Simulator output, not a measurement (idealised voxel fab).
process module | voxel fin reveal
cross-section cut | 195 nm wide | cells 5 nm
A cross-section is a grid of square cells, given in bands from the top down. A band is one or more rows of cells.
Each band's line starts with the height of the band's top and of its bottom, in nm. Then come its materials from left to right, each with its width in nm. One material with "throughout" fills the band from edge to edge. "air" is empty space.
Height 0 is the level under which the wafer as received is all one material. The lowest band goes on downwards, as in "0 down".
A width such as "30 to 40" changes by the same amount from each row of cells to the next, from the band's top row to its bottom row.
"no change" after a step means that no cell of the cross-section changed.
closed voids: empty space of 8 cells or more with no open way to the top, each as width x height at its distance from the left edge, in nm
after a step's settings: what the simulator itself notes on the step
overlay nm, on a step with a mask: how far to the right of its planned place the mask lay; to the left if negative
plan
1 op RECEIVE | material Si
2 op CONFORMAL_DEP | material SiN | thk nm 10
3 op DIRECTIONAL_DEP | material aC | thk nm 10
4 op PATTERN | tone cover | mask id FINS | material resist | width nm 15 | pitch nm 40 | thk nm 30 | overlay nm 0
5 op DIRECTIONAL_ETCH | etch materials aC | depth nm 10
6 op STRIP | etch materials resist
7 op DIRECTIONAL_ETCH | etch materials SiN | depth nm 10
8 op DIRECTIONAL_ETCH | etch materials Si | depth nm 40
9 op STRIP | etch materials aC
10 op OXIDIZE | depth nm 5
11 op FILL_DEP | material SiO2 | thk nm 15
12 op CMP | height nm 10
13 op SELECTIVE_ETCH | etch materials SiO2 | depth nm 40
14 op STRIP | etch materials SiN
15 op CONFORMAL_DEP | material SiO2 | thk nm 5
first wafer, as planned
as received, after step 1
  0 down: Si throughout
  closed voids: none
after step 2
  10 to 0: SiN throughout
  below 0: unchanged
after step 3
  20 to 10: aC throughout
  below 10: unchanged
after step 4
  50 to 20: air 70 | resist 15 | air 25 | resist 15 | air 70
  below 20: unchanged
after step 5
  40 to 20: air 70 | resist 15 | air 25 | resist 15 | air 70
  20 to 10: air 70 | aC 15 | air 25 | aC 15 | air 70
  below 10: unchanged
after step 6
  20 to 10: air 70 | aC 15 | air 25 | aC 15 | air 70
  below 10: unchanged
after step 7
  20 to 10: air 70 | aC 15 | air 25 | aC 15 | air 70
  10 to 0: air 70 | SiN 15 | air 25 | SiN 15 | air 70
  below 0: unchanged
after step 8
  20 to 10: air 70 | aC 15 | air 25 | aC 15 | air 70
  10 to 0: air 70 | SiN 15 | air 25 | SiN 15 | air 70
  0 to -40: air 70 | Si 15 | air 25 | Si 15 | air 70
  below -40: unchanged
after step 9
  10 to 0: air 70 | SiN 15 | air 25 | SiN 15 | air 70
  below 0: unchanged
after step 10
  10 to 0: air 70 | SiN 15 | air 25 | SiN 15 | air 70
  0 to -40: air 70 | SiO2 5 | Si 5 | SiO2 5 | air 25 | SiO2 5 | Si 5 | SiO2 5 | air 70
  -40 to -45: SiO2 75 | Si 5 | SiO2 35 | Si 5 | SiO2 75
  below -45: unchanged
after step 11
  25 to 10: SiO2 throughout
  10 to 0: SiO2 70 | SiN 15 | SiO2 25 | SiN 15 | SiO2 70
  0 to -45: SiO2 75 | Si 5 | SiO2 35 | Si 5 | SiO2 75
  below -45: unchanged
after step 12
  10 to 0: SiO2 70 | SiN 15 | SiO2 25 | SiN 15 | SiO2 70
  below 0: unchanged
after step 13
  10 to 0: air 70 | SiN 15 | air 25 | SiN 15 | air 70
  0 to -30: air 75 | Si 5 | air 35 | Si 5 | air 75
  below -30: unchanged
after step 14
  0 to -30: air 75 | Si 5 | air 35 | Si 5 | air 75
  below -30: unchanged
after step 15
  5 to 0: air 70 | SiO2 15 | air 25 | SiO2 15 | air 70
  0 to -25: air 70 | SiO2 5 | Si 5 | SiO2 5 | air 25 | SiO2 5 | Si 5 | SiO2 5 | air 70
  -25 to -45: SiO2 75 | Si 5 | SiO2 35 | Si 5 | SiO2 75
  below -45: unchanged
second wafer: like start, like plan, one mistake. Through step 12 it matches the first wafer
when step 13 should have ended
  10 to 0: air 70 | SiN 15 | air 25 | SiN 15 | air 70
  0 to -45: air 75 | Si 5 | air 35 | Si 5 | air 75
  below -45: unchanged
when step 14 should have ended
  0 to -45: air 75 | Si 5 | air 35 | Si 5 | air 75
  below -45: unchanged
when step 15 should have ended
  5 to 0: air 70 | SiO2 15 | air 25 | SiO2 15 | air 70
  0 to -40: air 70 | SiO2 5 | Si 5 | SiO2 5 | air 25 | SiO2 5 | Si 5 | SiO2 5 | air 70
  -40 to -45: SiO2 75 | Si 5 | SiO2 35 | Si 5 | SiO2 75
  below -45: unchanged
what went wrong: step 13 was run twice
at the end the second wafer has, in cells: 99 fewer of SiO2
